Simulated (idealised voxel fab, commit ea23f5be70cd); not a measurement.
process module | voxel lift off
cross-section cut | 205 nm wide | cells 5 nm
A cross-section is a grid of square cells, given in bands from the top down. A band is one or more rows of cells.
Each band's line starts with the height of the band's top and of its bottom, in nm. Then come its materials from left to right, each with its width in nm. One material with "throughout" fills the band from edge to edge. "air" is empty space.
Height 0 is the level under which the wafer as received is all one material. The lowest band goes on downwards, as in "0 down".
A width such as "30 to 40" changes by the same amount from each row of cells to the next, from the band's top row to its bottom row.
"no change" after a step means that no cell of the cross-section changed.
closed voids: empty space of 8 cells or more with no open way to the top, each as width x height at its distance from the left edge, in nm
after a step's settings: what the simulator itself notes on the step
overlay nm, on a step with a mask: how far to the right of its planned place the mask lay; to the left if negative
plan
1 op RECEIVE | material Si
2 op CONFORMAL_DEP | material SiN | thk nm 5
3 op PATTERN | tone open | mask id LINES | material resist | width nm 15 | pitch nm 40 | thk nm 25 | overlay nm 0
4 op DIRECTIONAL_DEP | material Ru | thk nm 15
5 op STRIP | etch materials resist
6 op CONFORMAL_DEP | material SiO2 | thk nm 5
as received, after step 1
  0 down: Si throughout
  closed voids: none
first wafer at the end, as planned
  25 to 20: air 70 | SiO2 25 | air 15 | SiO2 25 | air 70
  20 to 10: air 70 | SiO2 5 | Ru 15 | SiO2 5 | air 15 | SiO2 5 | Ru 15 | SiO2 5 | air 70
  10 to 5: SiO2 75 | Ru 15 | SiO2 25 | Ru 15 | SiO2 75
  5 to 0: SiN throughout
  0 down: Si throughout
  closed voids: none
second wafer at the end: like start, like plan, one mistake
  25 to 20: air 60 | SiO2 25 | air 15 | SiO2 25 | air 80
  20 to 10: air 60 | SiO2 5 | Ru 15 | SiO2 5 | air 15 | SiO2 5 | Ru 15 | SiO2 5 | air 80
  10 to 5: SiO2 65 | Ru 15 | SiO2 25 | Ru 15 | SiO2 85
  5 to 0: SiN throughout
  0 down: Si throughout
  closed voids: none
what went wrong: step 3 ran as: op PATTERN | tone open | mask id LINES | material resist | width nm 15 | pitch nm 40 | thk nm 25 | overlay nm -10
at the end the second wafer has, in cells: as many of each material as the first, in other places
